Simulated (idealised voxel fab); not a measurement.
The name of this process module is voxel trench capacitor.
Shown is cross-section cut, with a width of 255 nm and square cells of size 5 nm.
Throughout this document, each cross-section is represented as a grid of square cells and is presented as a sequence of bands enumerated from the top downward, where a band comprises one or more rows of cells.
Heights first: top, then bottom, in nm. Then materials, left to right, each with a width in nm. "edge to edge" on a single material: fills the band edge to edge. "air": empty space.
Where do heights start? At 0: under that level the wafer as delivered is made of one material only. And the lowest band has no floor; it just carries on downward, as in "0 and below".
Top row gets the first number, bottom row gets the second, and each row in between changes by the same step: that is how a band width like "30..40" works.
Where a step carries "no modifications", the cross-section came out of it unchanged, cell for cell.
"Fully sealed cavities" lists enclosed empty spaces (at least 8 cells, no open path upward to the top), each as width x height at distance from the left edge, in nm.
Past the settings on a step's line: simulator remark, on that step.
overlay nm: mask offset rightward from planned place, masked step; negative means leftward offset.
Intended process steps
- 1: RECEIVE [material Si]
- 2: CONFORMAL_DEP [material SiN] [thk nm 5]
- 3: PATTERN [tone open] [mask id TRENCH] [material resist] [width nm 20] [pitch nm 40] [thk nm 15] [overlay nm 0]
- 4: DIRECTIONAL_ETCH [etch materials SiN] [depth nm 5]
- 5: DIRECTIONAL_ETCH [etch materials Si] [depth nm 35]
- 6: STRIP [etch materials resist]
- 7: CONFORMAL_DEP [material Al2O3] [thk nm 5]
- 8: FILL_DEP [material polySi] [thk nm 5]
- 9: CMP [height nm 5]
First of two wafers, processed according to plan
As-received wafer cross-section (after step 1)
> 0 and below  Si edge to edge
> Fully sealed cavities: none
The wafer in cross-section once step 2 is complete
> 5 down to 0  SiN edge to edge
> Below 0 it's all the same as before, nothing changed down there.
The wafer in cross-section once step 3 is complete
> 20 down to 5  resist (55) | air (20) | resist (20) | air (20) | resist (20) | air (20) | resist (20) | air (20) | resist (60)
> Below 5 it's all the same as before, nothing changed down there.
The wafer in cross-section once step 4 is complete
> 20 down to 5  resist (55) | air (20) | resist (20) | air (20) | resist (20) | air (20) | resist (20) | air (20) | resist (60)
> 5 down to 0  SiN (55) | air (20) | SiN (20) | air (20) | SiN (20) | air (20) | SiN (20) | air (20) | SiN (60)
> Below 0 it's all the same as before, nothing changed down there.
The wafer in cross-section once step 5 is complete
> 20 down to 5  resist (55) | air (20) | resist (20) | air (20) | resist (20) | air (20) | resist (20) | air (20) | resist (60)
> 5 down to 0  SiN (55) | air (20) | SiN (20) | air (20) | SiN (20) | air (20) | SiN (20) | air (20) | SiN (60)
> 0 down to -35  Si (55) | air (20) | Si (20) | air (20) | Si (20) | air (20) | Si (20) | air (20) | Si (60)
> Below -35 it's all the same as before, nothing changed down there.
The wafer in cross-section once step 6 is complete
> 5 down to 0  SiN (55) | air (20) | SiN (20) | air (20) | SiN (20) | air (20) | SiN (20) | air (20) | SiN (60)
> Below 0 it's all the same as before, nothing changed down there.
The wafer in cross-section once step 7 is complete
> 10 down to 5  Al2O3 (60) | air (10) | Al2O3 (30) | air (10) | Al2O3 (30) | air (10) | Al2O3 (30) | air (10) | Al2O3 (65)
> 5 down to 0  SiN (55) | Al2O3 (5) | air (10) | Al2O3 (5) | SiN (20) | Al2O3 (5) | air (10) | Al2O3 (5) | SiN (20) | Al2O3 (5) | air (10) | Al2O3 (5) | SiN (20) | Al2O3 (5) | air (10) | Al2O3 (5) | SiN (60)
> 0 down to -30  Si (55) | Al2O3 (5) | air (10) | Al2O3 (5) | Si (20) | Al2O3 (5) | air (10) | Al2O3 (5) | Si (20) | Al2O3 (5) | air (10) | Al2O3 (5) | Si (20) | Al2O3 (5) | air (10) | Al2O3 (5) | Si (60)
> -30 down to -35  Si (55) | Al2O3 (20) | Si (20) | Al2O3 (20) | Si (20) | Al2O3 (20) | Si (20) | Al2O3 (20) | Si (60)
> Below -35 it's all the same as before, nothing changed down there.
The wafer in cross-section once step 8 is complete
> 15 down to 10  polySi edge to edge
> 10 down to 5  Al2O3 (60) | polySi (10) | Al2O3 (30) | polySi (10) | Al2O3 (30) | polySi (10) | Al2O3 (30) | polySi (10) | Al2O3 (65)
> 5 down to 0  SiN (55) | Al2O3 (5) | polySi (10) | Al2O3 (5) | SiN (20) | Al2O3 (5) | polySi (10) | Al2O3 (5) | SiN (20) | Al2O3 (5) | polySi (10) | Al2O3 (5) | SiN (20) | Al2O3 (5) | polySi (10) | Al2O3 (5) | SiN (60)
> 0 down to -30  Si (55) | Al2O3 (5) | polySi (10) | Al2O3 (5) | Si (20) | Al2O3 (5) | polySi (10) | Al2O3 (5) | Si (20) | Al2O3 (5) | polySi (10) | Al2O3 (5) | Si (20) | Al2O3 (5) | polySi (10) | Al2O3 (5) | Si (60)
> Below -30 it's all the same as before, nothing changed down there.
The wafer in cross-section once step 9 is complete
> 5 down to 0  SiN (55) | Al2O3 (5) | polySi (10) | Al2O3 (5) | SiN (20) | Al2O3 (5) | polySi (10) | Al2O3 (5) | SiN (20) | Al2O3 (5) | polySi (10) | Al2O3 (5) | SiN (20) | Al2O3 (5) | polySi (10) | Al2O3 (5) | SiN (60)
> Below 0 it's all the same as before, nothing changed down there.
Second wafer, same starting state and plan as the first, one mistake in the run, identical through step 2
Second wafer, cut view, end of step 3 per plan
> 20 down to 5  air (55) | resist (20) | air (20) | resist (20) | air (20) | resist (20) | air (20) | resist (20) | air (60)
> Below 5 it's all the same as before, nothing changed down there.
Second wafer, cut view, end of step 4 per plan
> 20 down to 5  air (55) | resist (20) | air (20) | resist (20) | air (20) | resist (20) | air (20) | resist (20) | air (60)
> 5 down to 0  air (55) | SiN (20) | air (20) | SiN (20) | air (20) | SiN (20) | air (20) | SiN (20) | air (60)
> Below 0 it's all the same as before, nothing changed down there.
Second wafer, cut view, end of step 5 per plan
> 20 down to 5  air (55) | resist (20) | air (20) | resist (20) | air (20) | resist (20) | air (20) | resist (20) | air (60)
> 5 down to 0  air (55) | SiN (20) | air (20) | SiN (20) | air (20) | SiN (20) | air (20) | SiN (20) | air (60)
> 0 down to -35  air (55) | Si (20) | air (20) | Si (20) | air (20) | Si (20) | air (20) | Si (20) | air (60)
> Below -35 it's all the same as before, nothing changed down there.
Second wafer, cut view, end of step 6 per plan
> 5 down to 0  air (55) | SiN (20) | air (20) | SiN (20) | air (20) | SiN (20) | air (20) | SiN (20) | air (60)
> Below 0 it's all the same as before, nothing changed down there.
Second wafer, cut view, end of step 7 per plan
> 10 down to 5  air (50) | Al2O3 (30) | air (10) | Al2O3 (30) | air (10) | Al2O3 (30) | air (10) | Al2O3 (30) | air (55)
> 5 down to 0  air (50) | Al2O3 (5) | SiN (20) | Al2O3 (5) | air (10) | Al2O3 (5) | SiN (20) | Al2O3 (5) | air (10) | Al2O3 (5) | SiN (20) | Al2O3 (5) | air (10) | Al2O3 (5) | SiN (20) | Al2O3 (5) | air (55)
> 0 down to -30  air (50) | Al2O3 (5) | Si (20) | Al2O3 (5) | air (10) | Al2O3 (5) | Si (20) | Al2O3 (5) | air (10) | Al2O3 (5) | Si (20) | Al2O3 (5) | air (10) | Al2O3 (5) | Si (20) | Al2O3 (5) | air (55)
> -30 down to -35  Al2O3 (55) | Si (20) | Al2O3 (20) | Si (20) | Al2O3 (20) | Si (20) | Al2O3 (20) | Si (20) | Al2O3 (60)
> Below -35 it's all the same as before, nothing changed down there.
Second wafer, cut view, end of step 8 per plan
> 15 down to 10  polySi edge to edge
> 10 down to 5  polySi (50) | Al2O3 (30) | polySi (10) | Al2O3 (30) | polySi (10) | Al2O3 (30) | polySi (10) | Al2O3 (30) | polySi (55)
> 5 down to 0  polySi (50) | Al2O3 (5) | SiN (20) | Al2O3 (5) | polySi (10) | Al2O3 (5) | SiN (20) | Al2O3 (5) | polySi (10) | Al2O3 (5) | SiN (20) | Al2O3 (5) | polySi (10) | Al2O3 (5) | SiN (20) | Al2O3 (5) | polySi (55)
> 0 down to -30  polySi (50) | Al2O3 (5) | Si (20) | Al2O3 (5) | polySi (10) | Al2O3 (5) | Si (20) | Al2O3 (5) | polySi (10) | Al2O3 (5) | Si (20) | Al2O3 (5) | polySi (10) | Al2O3 (5) | Si (20) | Al2O3 (5) | polySi (55)
> Below -30 it's all the same as before, nothing changed down there.
Second wafer, cut view, end of step 9 per plan
> 5 down to 0  polySi (50) | Al2O3 (5) | SiN (20) | Al2O3 (5) | polySi (10) | Al2O3 (5) | SiN (20) | Al2O3 (5) | polySi (10) | Al2O3 (5) | SiN (20) | Al2O3 (5) | polySi (10) | Al2O3 (5) | SiN (20) | Al2O3 (5) | polySi (55)
> Below 0 it's all the same as before, nothing changed down there.
Processing error: step 3 ran with different settings than intended, the actual operation and settings being PATTERN [tone cover] [mask id TRENCH] [material resist] [width nm 20] [pitch nm 40] [thk nm 15] [overlay nm 0]
Final comparison by cell count, materials where the second wafer has more or fewer than the first: 19 more of Al2O3; 133 fewer of Si; 19 fewer of SiN; 133 more of polySi
